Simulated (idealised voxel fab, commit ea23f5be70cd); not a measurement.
Herein follows the process module entitled voxel gate over fins.
Cross-sectional view cut (width: 220 nm; square cell size: 5 nm).
Format of a cross-section: grid, square cells. Given as bands. Order: top down. Band: one or more rows of cells.
Quick guide to a band line: top height, bottom height (nm) up front; then every material left to right with its width in nm. Only one material and it's marked "all across"? Then it fills the band edge to edge. And "empty" just means empty space.
Height 0 is the level under which the wafer as received is all one material. The lowest band goes on downwards, as in "z 0 and below".
The notation "30..40" denotes a width that varies across the rows of cells in the band, beginning at the first number in the top row, finishing at the second number in the bottom row, and changing by an identical amount from each row to the next.
The designation "all unchanged", where it is given for a processing step, indicates that no cell of the cross-section was altered in the course of that step.
Any empty space of 8 cells or more lacking an open way to the top shows up in "Unvented cavities" as width x height at distance, distance from the left edge, in nm.
What comes after the settings on a step's line is commentary from the simulator itself on that step.
A step line may carry the setting "overlay nm", which, for steps involving a mask, states the distance by which the mask lay to the right of its intended position; negative values denote displacement to the left.

[List of planned process steps]
1 RECEIVE | material Si
2 CONFORMAL_DEP | material SiN | thk nm 5
3 DIRECTIONAL_DEP | material aC | thk nm 10
4 PATTERN | tone cover | mask id FINS | material resist | width nm 15 | pitch nm 40 | thk nm 25 | overlay nm 0
5 DIRECTIONAL_ETCH | etch materials aC | depth nm 10
6 STRIP | etch materials resist
7 DIRECTIONAL_ETCH | etch materials SiN | depth nm 5
8 DIRECTIONAL_ETCH | etch materials Si | depth nm 40
9 STRIP | etch materials aC
10 OXIDIZE | depth nm 5
11 FILL_DEP | material SiO2 | thk nm 5
12 CMP | height nm 5
13 SELECTIVE_ETCH | etch materials SiO2 | depth nm 15
14 STRIP | etch materials SiN
15 CONFORMAL_DEP | material HfO2 | thk nm 5
16 CONFORMAL_DEP | material TiN | thk nm 5
17 CONFORMAL_DEP | material TiAl | thk nm 5
18 CONFORMAL_DEP | material TiN | thk nm 5
19 FILL_DEP | material W | thk nm 10
20 CMP | height nm 25
21 CONFORMAL_DEP | material SiCN | thk nm 10

[Step 1 complete: cross-section of the wafer as received]
    z 0 and below | Si all across
    Unvented cavities: none

[One mistake in running the module, otherwise start and plan as above: cross-section at the end]
    z 35 to 25 | SiCN all across
    z 25 to 20 | W all across
    z 20 to 15 | TiN all across
    z 15 to 10 | TiAl all across
    z 10 to 5 | TiN 45, TiAl 5, TiN 35, TiAl 5, TiN 35, TiAl 5, TiN 35, TiAl 5, TiN 50
    z 5 to 0 | HfO2 40, TiN 5, TiAl 5, TiN 5, HfO2 25, TiN 5, TiAl 5, TiN 5, HfO2 25, TiN 5, TiAl 5, TiN 5, HfO2 25, TiN 5, TiAl 5, TiN 5, HfO2 45
    z 0 to -5 | Si 35, HfO2 5, TiN 15, HfO2 5, Si 15, HfO2 5, TiN 15, HfO2 5, Si 15, HfO2 5, TiN 15, HfO2 5, Si 15, HfO2 5, TiN 15, HfO2 5, Si 40
    z -5 to -10 | Si 35, HfO2 25, Si 15, HfO2 25, Si 15, HfO2 25, Si 15, HfO2 25, Si 40
    z -10 to -45 | Si 35, SiO2 25, Si 15, SiO2 25, Si 15, SiO2 25, Si 15, SiO2 25, Si 40
    z -45 and below | Si all across
    Unvented cavities: none
Where did the run depart from the plan? contrary to plan, step 4 was performed as PATTERN | tone open | mask id FINS | material resist | width nm 15 | pitch nm 40 | thk nm 25 | overlay nm 0
